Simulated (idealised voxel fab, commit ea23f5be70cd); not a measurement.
process module | voxel capacitor over wiring
cross-section cut | 220 nm wide | cells 5 nm
A cross-section is a grid of square cells, given in bands from the top down. A band is one or more rows of cells.
Each band's line starts with the height of the band's top and of its bottom, in nm. Then come its materials from left to right, each with its width in nm. One material with "throughout" fills the band from edge to edge. "air" is empty space.
Height 0 is the level under which the wafer as received is all one material. The lowest band goes on downwards, as in "0 down".
A width such as "30 to 40" changes by the same amount from each row of cells to the next, from the band's top row to its bottom row.
"no change" after a step means that no cell of the cross-section changed.
closed voids: empty space of 8 cells or more with no open way to the top, each as width x height at its distance from the left edge, in nm
after a step's settings: what the simulator itself notes on the step
overlay nm, on a step with a mask: how far to the right of its planned place the mask lay; to the left if negative
plan
1 op RECEIVE | material Si
2 op CONFORMAL_DEP | material SiO2 | thk nm 10
3 op DIRECTIONAL_DEP | material TiN | thk nm 5
4 op DIRECTIONAL_DEP | material W | thk nm 20
5 op DIRECTIONAL_DEP | material aC | thk nm 10
6 op PATTERN | tone cover | mask id METAL_1 | material resist | width nm 20 | pitch nm 70 | thk nm 30 | overlay nm 0
7 op DIRECTIONAL_ETCH | etch materials aC | depth nm 10
8 op STRIP | etch materials resist
9 op DIRECTIONAL_ETCH | etch materials W | depth nm 20
10 op DIRECTIONAL_ETCH | etch materials TiN | depth nm 5
11 op STRIP | etch materials aC
12 op FILL_DEP | material SiO2 | thk nm 10
13 op CMP | height nm 35
14 op CONFORMAL_DEP | material SiCN | thk nm 5
15 op DIRECTIONAL_DEP | material SiO2 | thk nm 20
16 op PATTERN | tone open | mask id PLUG_1 | material resist | width nm 15 | thk nm 20 | overlay nm 0
17 op DIRECTIONAL_ETCH | etch materials SiO2 | depth nm 20
18 op DIRECTIONAL_ETCH | etch materials SiCN | depth nm 5
19 op STRIP | etch materials resist
20 op CONFORMAL_DEP | material TiN | thk nm 5
21 op FILL_DEP | material Cu | thk nm 5
22 op CMP | height nm 60
23 op DIRECTIONAL_DEP | material TiN | thk nm 10
24 op DIRECTIONAL_DEP | material HfO2 | thk nm 5
25 op DIRECTIONAL_DEP | material TiN | thk nm 5
26 op MASKED_ETCH | tone cover | mask id UPPER_PLATE | width nm 55 | etch materials TiN | depth nm 5 | overlay nm 0
27 op MASKED_ETCH | tone cover | mask id UPPER_PLATE | width nm 55 | etch materials HfO2 | depth nm 5 | overlay nm 0
28 op MASKED_ETCH | tone cover | mask id LOWER_PLATE | width nm 65 | etch materials TiN | depth nm 10 | overlay nm 0
29 op FILL_DEP | material SiO2 | thk nm 20
30 op CMP | height nm 95
31 op PATTERN | tone open | mask id PLUG_2 | material resist | width nm 15 | thk nm 15 | overlay nm 0
32 op DIRECTIONAL_ETCH | etch materials SiO2 | depth nm 15
33 op STRIP | etch materials resist
34 op CONFORMAL_DEP | material TiN | thk nm 5
35 op FILL_DEP | material Cu | thk nm 10
36 op CMP | height nm 95
37 op CONFORMAL_DEP | material SiN | thk nm 5
first wafer, as planned
as received, after step 1
  0 down: Si throughout
  closed voids: none
after step 2
  10 to 0: SiO2 throughout
  below 0: unchanged
after step 3
  15 to 10: TiN throughout
  below 10: unchanged
after step 4
  35 to 15: W throughout
  below 15: unchanged
after step 5
  45 to 35: aC throughout
  below 35: unchanged
after step 6
  75 to 45: air 65 | resist 20 | air 50 | resist 20 | air 65
  below 45: unchanged
after step 7
  65 to 45: air 65 | resist 20 | air 50 | resist 20 | air 65
  45 to 35: air 65 | aC 20 | air 50 | aC 20 | air 65
  below 35: unchanged
after step 8
  45 to 35: air 65 | aC 20 | air 50 | aC 20 | air 65
  below 35: unchanged
after step 9
  45 to 35: air 65 | aC 20 | air 50 | aC 20 | air 65
  35 to 15: air 65 | W 20 | air 50 | W 20 | air 65
  below 15: unchanged
after step 10
  45 to 35: air 65 | aC 20 | air 50 | aC 20 | air 65
  35 to 15: air 65 | W 20 | air 50 | W 20 | air 65
  15 to 10: air 65 | TiN 20 | air 50 | TiN 20 | air 65
  below 10: unchanged
after step 11
  35 to 15: air 65 | W 20 | air 50 | W 20 | air 65
  below 15: unchanged
after step 12
  45 to 35: SiO2 throughout
  35 to 15: SiO2 65 | W 20 | SiO2 50 | W 20 | SiO2 65
  15 to 10: SiO2 65 | TiN 20 | SiO2 50 | TiN 20 | SiO2 65
  below 10: unchanged
after step 13
  35 to 15: SiO2 65 | W 20 | SiO2 50 | W 20 | SiO2 65
  below 15: unchanged
after step 14
  40 to 35: SiCN throughout
  below 35: unchanged
after step 15
  60 to 40: SiO2 throughout
  below 40: unchanged
after step 16
  80 to 60: resist 70 | air 15 | resist 135
  below 60: unchanged
after step 17
  80 to 60: resist 70 | air 15 | resist 135
  60 to 40: SiO2 70 | air 15 | SiO2 135
  below 40: unchanged
after step 18
  80 to 60: resist 70 | air 15 | resist 135
  60 to 40: SiO2 70 | air 15 | SiO2 135
  40 to 35: SiCN 70 | air 15 | SiCN 135
  below 35: unchanged
after step 19
  60 to 40: SiO2 70 | air 15 | SiO2 135
  below 40: unchanged
after step 20
  65 to 60: TiN 75 | air 5 | TiN 140
  60 to 40: SiO2 70 | TiN 5 | air 5 | TiN 5 | SiO2 135
  40 to 35: SiCN 70 | TiN 15 | SiCN 135
  below 35: unchanged
after step 21
  70 to 65: Cu throughout
  65 to 60: TiN 75 | Cu 5 | TiN 140
  60 to 40: SiO2 70 | TiN 5 | Cu 5 | TiN 5 | SiO2 135
  below 40: unchanged
after step 22
  60 to 40: SiO2 70 | TiN 5 | Cu 5 | TiN 5 | SiO2 135
  below 40: unchanged
after step 23
  70 to 60: TiN throughout
  below 60: unchanged
after step 24
  75 to 70: HfO2 throughout
  below 70: unchanged
after step 25
  80 to 75: TiN throughout
  below 75: unchanged
after step 26
  80 to 75: air 70 | TiN 55 | air 95
  below 75: unchanged
after step 27
  80 to 75: air 70 | TiN 55 | air 95
  75 to 70: air 70 | HfO2 55 | air 95
  below 70: unchanged
after step 28
  80 to 75: air 70 | TiN 55 | air 95
  75 to 70: air 70 | HfO2 55 | air 95
  70 to 60: air 65 | TiN 65 | air 90
  below 60: unchanged
after step 29
  100 to 80: SiO2 throughout
  80 to 75: SiO2 70 | TiN 55 | SiO2 95
  75 to 70: SiO2 70 | HfO2 55 | SiO2 95
  70 to 60: SiO2 65 | TiN 65 | SiO2 90
  below 60: unchanged
after step 30
  95 to 80: SiO2 throughout
  below 80: unchanged
after step 31
  110 to 95: resist 80 | air 15 | resist 125
  below 95: unchanged
after step 32
  110 to 95: resist 80 | air 15 | resist 125
  95 to 80: SiO2 80 | air 15 | SiO2 125
  below 80: unchanged
after step 33
  95 to 80: SiO2 80 | air 15 | SiO2 125
  below 80: unchanged
after step 34
  100 to 95: TiN 85 | air 5 | TiN 130
  95 to 85: SiO2 80 | TiN 5 | air 5 | TiN 5 | SiO2 125
  85 to 75: SiO2 80 to 70 | TiN 15 to 55 | SiO2 125 to 95
  below 75: unchanged
after step 35
  110 to 100: Cu throughout
  100 to 95: TiN 85 | Cu 5 | TiN 130
  95 to 85: SiO2 80 | TiN 5 | Cu 5 | TiN 5 | SiO2 125
  below 85: unchanged
after step 36
  95 to 85: SiO2 80 | TiN 5 | Cu 5 | TiN 5 | SiO2 125
  below 85: unchanged
after step 37
  100 to 95: SiN throughout
  below 95: unchanged
second wafer: like start, like plan, one mistake. Through step 25 it matches the first wafer
when step 26 should have ended
  80 to 75: TiN 70 | air 55 | TiN 95
  below 75: unchanged
when step 27 should have ended: no change
when step 28 should have ended
  80 to 75: air 65 | TiN 5 | air 55 | TiN 5 | air 90
  below 75: unchanged
when step 29 should have ended
  100 to 80: SiO2 throughout
  80 to 75: SiO2 65 | TiN 5 | SiO2 55 | TiN 5 | SiO2 90
  below 75: unchanged
when step 30 should have ended
  95 to 80: SiO2 throughout
  below 80: unchanged
when step 31 should have ended
  110 to 95: resist 80 | air 15 | resist 125
  below 95: unchanged
when step 32 should have ended
  110 to 95: resist 80 | air 15 | resist 125
  95 to 80: SiO2 80 | air 15 | SiO2 125
  below 80: unchanged
when step 33 should have ended
  95 to 80: SiO2 80 | air 15 | SiO2 125
  below 80: unchanged
when step 34 should have ended
  100 to 95: TiN 85 | air 5 | TiN 130
  95 to 85: SiO2 80 | TiN 5 | air 5 | TiN 5 | SiO2 125
  85 to 80: SiO2 80 | TiN 15 | SiO2 125
  below 80: unchanged
when step 35 should have ended
  110 to 100: Cu throughout
  100 to 95: TiN 85 | Cu 5 | TiN 130
  95 to 85: SiO2 80 | TiN 5 | Cu 5 | TiN 5 | SiO2 125
  below 85: unchanged
when step 36 should have ended
  95 to 85: SiO2 80 | TiN 5 | Cu 5 | TiN 5 | SiO2 125
  below 85: unchanged
when step 37 should have ended
  100 to 95: SiN throughout
  below 95: unchanged
what went wrong: step 26 ran as: op MASKED_ETCH | tone open | mask id UPPER_PLATE | width nm 55 | etch materials TiN | depth nm 5 | overlay nm 0
at the end the second wafer has, in cells: 33 more of HfO2 | 86 fewer of SiO2 | 53 more of TiN
